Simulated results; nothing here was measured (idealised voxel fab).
Proc. module: voxel ribs on slabs
The cross-section shown here is cut; it is 235 nm wide and divided into square cells measuring 5 nm on a side.
When this document writes out a cross-section, it uses a grid of square cells and lists it as bands, beginning at the top and moving down, with a band standing for one or more rows of cells.
Band: top height; bottom height; in nm. Then, left to right: material with width in nm, for each material. "edge to edge": a single material spanning edge to edge. "air": empty space.
Height is counted from the level 0, under which the received wafer is composed throughout of one material. The lowest of the bands is not closed at the bottom but continues downward, in the notation "0 and below".
Top row gets the first number, bottom row gets the second, and each row in between changes by the same step: that is how a band width like "30->40" works.
"remains unaltered" -> step changed no cross-section cell.
In "Closed internal cavities" the enclosed voids are listed, meaning empty spaces of 8 cells or larger without any opening to the top. The form is width x height at distance, distance from the left edge, units nm.
Where a step's line continues beyond its settings, the continuation is a remark by the simulator itself on that step.
On any step carrying a mask, the "overlay nm" setting, if present on the step's line, tells how far right of its planned place the mask lay; negative values point to the left.

-- These are the steps we planned for the process
1,RECEIVE (material Si)
2,DIRECTIONAL_DEP (material SiO2; thk nm 25)
3,DIRECTIONAL_DEP (material polySi; thk nm 25)
4,DIRECTIONAL_DEP (material aC; thk nm 10)
5,PATTERN (tone cover; mask id RIB; material resist; width nm 25; thk nm 25; overlay nm 0)
6,DIRECTIONAL_ETCH (etch materials aC; depth nm 10)
7,STRIP (etch materials resist)
8,DIRECTIONAL_ETCH (etch materials polySi; depth nm 10)
9,STRIP (etch materials aC)
10,DIRECTIONAL_DEP (material aC; thk nm 15)
11,PATTERN (tone cover; mask id SLAB; material resist; width nm 65; thk nm 35; overlay nm -15)
12,DIRECTIONAL_ETCH (etch materials aC; depth nm 15)
13,STRIP (etch materials resist)
14,DIRECTIONAL_ETCH (etch materials polySi; depth nm 15)
15,STRIP (etch materials aC)
16,FILL_DEP (material SiO2; thk nm 30)
17,CMP (height nm 70)
18,DIRECTIONAL_DEP (material W; thk nm 5)
19,PATTERN (tone cover; mask id HEATER; material resist; width nm 35; thk nm 15; overlay nm 0)
20,DIRECTIONAL_ETCH (etch materials W; depth nm 5)
21,STRIP (etch materials resist)
22,CONFORMAL_DEP (material SiN; thk nm 5)
The wafers are alike at the start. At step 11, their overlay nm differs. The plan lists the first wafer's value.

-- Sectional view: first of several wafers, as received, after step 1
    0 and below = Si edge to edge
    Closed internal cavities: none

-- Wafer rows, end of module: cells per material gained (+) or lost (-) since receipt; closed voids last
overlay nm -15, +49 SiN, +609 SiO2, +7 W, +49 polySi, Closed internal cavities: none
overlay nm -10, +49 SiN, +609 SiO2, +7 W, +49 polySi, Closed internal cavities: none
overlay nm -5, +49 SiN, +609 SiO2, +7 W, +49 polySi, Closed internal cavities: none
overlay nm 0, +49 SiN, +609 SiO2, +7 W, +49 polySi, Closed internal cavities: none
overlay nm 5, +49 SiN, +609 SiO2, +7 W, +49 polySi, Closed internal cavities: none
overlay nm 10, +49 SiN, +609 SiO2, +7 W, +49 polySi, Closed internal cavities: none
overlay nm 15, +49 SiN, +609 SiO2, +7 W, +49 polySi, Closed internal cavities: none
